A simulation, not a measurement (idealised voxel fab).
Name of the process module below: voxel fin reveal
Pictured: cross-section cut, 280 nm wide, on a grid of 5 nm square cells.
Think of the cross-section as a grid of square cells. We describe it in bands, top to bottom, and each band covers one or more rows of those cells.
Heads up on the band format: heights come first, top then bottom, in nm. After that it's the materials left to right, each with its width in nm. A single material flagged "all across" fills the whole band edge to edge, and "air" means there's empty space there.
Heights are expressed relative to 0, this being the level below which the as-received wafer comprises one material exclusively. The lowest band is unbounded in the downward direction and is denoted as in "top 0, no bottom".
The two numbers in a width such as "30->40" mark its ends across the band: the first belongs to the top row of cells, the second to the bottom row, and from each row to the next the width moves by the same amount.
Given "everything unchanged" for a step, no cell of the cross-section differs between before and after that step.
For the entry "Closed void inventory", the listed items are empty spaces with no open way to the top whose size is 8 cells or more; each item follows the pattern width x height at distance, where distance is from the left edge and all three are in nm.
Note: text after step settings on the step line = simulator remark on that step.
overlay nm: on a step with a mask, how far right of its planned place the mask lay; negative means left.

The planned process steps are enumerated hereunder:
1 RECEIVE (material Si)
2 CONFORMAL_DEP (material SiN; thk nm 5)
3 PATTERN (tone cover; mask id FINS; material resist; width nm 15; pitch nm 40; thk nm 20; overlay nm 0)
4 DIRECTIONAL_ETCH (etch materials SiN; depth nm 5)
5 DIRECTIONAL_ETCH (etch materials Si; depth nm 40)
6 STRIP (etch materials resist)
7 OXIDIZE (depth nm 5)
8 FILL_DEP (material SiO2; thk nm 15)
9 CMP (height nm 5)
10 SELECTIVE_ETCH (etch materials SiO2; depth nm 35)
11 STRIP (etch materials SiN)

The following pertains to the first of two wafers, which was processed as planned:

As-received wafer cross-section (after step 1):
- top 0, no bottom  Si all across
- Closed void inventory: none

After step 2, in cross-section:
- top 5, bottom 0  SiN all across
- below 0: unchanged

After step 3, in cross-section:
- top 25, bottom 5  air 70 nm  resist 15 nm  air 25 nm  resist 15 nm  air 25 nm  resist 15 nm  air 25 nm  resist 15 nm  air 75 nm
- below 5: unchanged

After step 4, in cross-section:
- top 25, bottom 5  air 70 nm  resist 15 nm  air 25 nm  resist 15 nm  air 25 nm  resist 15 nm  air 25 nm  resist 15 nm  air 75 nm
- top 5, bottom 0  air 70 nm  SiN 15 nm  air 25 nm  SiN 15 nm  air 25 nm  SiN 15 nm  air 25 nm  SiN 15 nm  air 75 nm
- below 0: unchanged

After step 5, in cross-section:
- top 25, bottom 5  air 70 nm  resist 15 nm  air 25 nm  resist 15 nm  air 25 nm  resist 15 nm  air 25 nm  resist 15 nm  air 75 nm
- top 5, bottom 0  air 70 nm  SiN 15 nm  air 25 nm  SiN 15 nm  air 25 nm  SiN 15 nm  air 25 nm  SiN 15 nm  air 75 nm
- top 0, bottom -40  air 70 nm  Si 15 nm  air 25 nm  Si 15 nm  air 25 nm  Si 15 nm  air 25 nm  Si 15 nm  air 75 nm
- below -40: unchanged

After step 6, in cross-section:
- top 5, bottom 0  air 70 nm  SiN 15 nm  air 25 nm  SiN 15 nm  air 25 nm  SiN 15 nm  air 25 nm  SiN 15 nm  air 75 nm
- below 0: unchanged

After step 7, in cross-section:
- top 5, bottom 0  air 70 nm  SiN 15 nm  air 25 nm  SiN 15 nm  air 25 nm  SiN 15 nm  air 25 nm  SiN 15 nm  air 75 nm
- top 0, bottom -40  air 70 nm  SiO2 5 nm  Si 5 nm  SiO2 5 nm  air 25 nm  SiO2 5 nm  Si 5 nm  SiO2 5 nm  air 25 nm  SiO2 5 nm  Si 5 nm  SiO2 5 nm  air 25 nm  SiO2 5 nm  Si 5 nm  SiO2 5 nm  air 75 nm
- top -40, bottom -45  SiO2 75 nm  Si 5 nm  SiO2 35 nm  Si 5 nm  SiO2 35 nm  Si 5 nm  SiO2 35 nm  Si 5 nm  SiO2 80 nm
- below -45: unchanged

After step 8, in cross-section:
- top 20, bottom 5  SiO2 all across
- top 5, bottom 0  SiO2 70 nm  SiN 15 nm  SiO2 25 nm  SiN 15 nm  SiO2 25 nm  SiN 15 nm  SiO2 25 nm  SiN 15 nm  SiO2 75 nm
- top 0, bottom -45  SiO2 75 nm  Si 5 nm  SiO2 35 nm  Si 5 nm  SiO2 35 nm  Si 5 nm  SiO2 35 nm  Si 5 nm  SiO2 80 nm
- below -45: unchanged

After step 9, in cross-section:
- top 5, bottom 0  SiO2 70 nm  SiN 15 nm  SiO2 25 nm  SiN 15 nm  SiO2 25 nm  SiN 15 nm  SiO2 25 nm  SiN 15 nm  SiO2 75 nm
- below 0: unchanged

After step 10, in cross-section:
- top 5, bottom 0  air 70 nm  SiN 15 nm  air 25 nm  SiN 15 nm  air 25 nm  SiN 15 nm  air 25 nm  SiN 15 nm  air 75 nm
- top 0, bottom -30  air 75 nm  Si 5 nm  air 35 nm  Si 5 nm  air 35 nm  Si 5 nm  air 35 nm  Si 5 nm  air 80 nm
- below -30: unchanged

After step 11, in cross-section:
- top 0, bottom -30  air 75 nm  Si 5 nm  air 35 nm  Si 5 nm  air 35 nm  Si 5 nm  air 35 nm  Si 5 nm  air 80 nm
- below -30: unchanged

Second wafer, same starting state and plan as the first, one mistake in the run, identical through step 2:

The second wafer in cross-section, at the planned close of step 3:
- top 25, bottom 5  resist 70 nm  air 15 nm  resist 25 nm  air 15 nm  resist 25 nm  air 15 nm  resist 25 nm  air 15 nm  resist 75 nm
- below 5: unchanged

The second wafer in cross-section, at the planned close of step 4:
- top 25, bottom 5  resist 70 nm  air 15 nm  resist 25 nm  air 15 nm  resist 25 nm  air 15 nm  resist 25 nm  air 15 nm  resist 75 nm
- top 5, bottom 0  SiN 70 nm  air 15 nm  SiN 25 nm  air 15 nm  SiN 25 nm  air 15 nm  SiN 25 nm  air 15 nm  SiN 75 nm
- below 0: unchanged

The second wafer in cross-section, at the planned close of step 5:
- top 25, bottom 5  resist 70 nm  air 15 nm  resist 25 nm  air 15 nm  resist 25 nm  air 15 nm  resist 25 nm  air 15 nm  resist 75 nm
- top 5, bottom 0  SiN 70 nm  air 15 nm  SiN 25 nm  air 15 nm  SiN 25 nm  air 15 nm  SiN 25 nm  air 15 nm  SiN 75 nm
- top 0, bottom -40  Si 70 nm  air 15 nm  Si 25 nm  air 15 nm  Si 25 nm  air 15 nm  Si 25 nm  air 15 nm  Si 75 nm
- below -40: unchanged

The second wafer in cross-section, at the planned close of step 6:
- top 5, bottom 0  SiN 70 nm  air 15 nm  SiN 25 nm  air 15 nm  SiN 25 nm  air 15 nm  SiN 25 nm  air 15 nm  SiN 75 nm
- below 0: unchanged

The second wafer in cross-section, at the planned close of step 7:
- top 5, bottom 0  SiN 70 nm  air 15 nm  SiN 25 nm  air 15 nm  SiN 25 nm  air 15 nm  SiN 25 nm  air 15 nm  SiN 75 nm
- top 0, bottom -40  Si 65 nm  SiO2 5 nm  air 15 nm  SiO2 5 nm  Si 15 nm  SiO2 5 nm  air 15 nm  SiO2 5 nm  Si 15 nm  SiO2 5 nm  air 15 nm  SiO2 5 nm  Si 15 nm  SiO2 5 nm  air 15 nm  SiO2 5 nm  Si 70 nm
- top -40, bottom -45  Si 65 nm  SiO2 25 nm  Si 15 nm  SiO2 25 nm  Si 15 nm  SiO2 25 nm  Si 15 nm  SiO2 25 nm  Si 70 nm
- below -45: unchanged

The second wafer in cross-section, at the planned close of step 8:
- top 20, bottom 5  SiO2 all across
- top 5, bottom 0  SiN 70 nm  SiO2 15 nm  SiN 25 nm  SiO2 15 nm  SiN 25 nm  SiO2 15 nm  SiN 25 nm  SiO2 15 nm  SiN 75 nm
- top 0, bottom -45  Si 65 nm  SiO2 25 nm  Si 15 nm  SiO2 25 nm  Si 15 nm  SiO2 25 nm  Si 15 nm  SiO2 25 nm  Si 70 nm
- below -45: unchanged

The second wafer in cross-section, at the planned close of step 9:
- top 5, bottom 0  SiN 70 nm  SiO2 15 nm  SiN 25 nm  SiO2 15 nm  SiN 25 nm  SiO2 15 nm  SiN 25 nm  SiO2 15 nm  SiN 75 nm
- below 0: unchanged

The second wafer in cross-section, at the planned close of step 10:
- top 5, bottom 0  SiN 70 nm  air 15 nm  SiN 25 nm  air 15 nm  SiN 25 nm  air 15 nm  SiN 25 nm  air 15 nm  SiN 75 nm
- top 0, bottom -30  Si 65 nm  air 25 nm  Si 15 nm  air 25 nm  Si 15 nm  air 25 nm  Si 15 nm  air 25 nm  Si 70 nm
- below -30: unchanged

The second wafer in cross-section, at the planned close of step 11:
- top 0, bottom -30  Si 65 nm  air 25 nm  Si 15 nm  air 25 nm  Si 15 nm  air 25 nm  Si 15 nm  air 25 nm  Si 70 nm
- below -30: unchanged
What broke from the plan during processing? step 3 was processed under conditions differing from the plan, specifically as PATTERN (tone open; mask id FINS; material resist; width nm 15; pitch nm 40; thk nm 20; overlay nm 0)
It is noted that, at the conclusion of processing, the second wafer exhibits a higher or lower cell count for certain materials relative to the first: Si +288, SiO2 -96
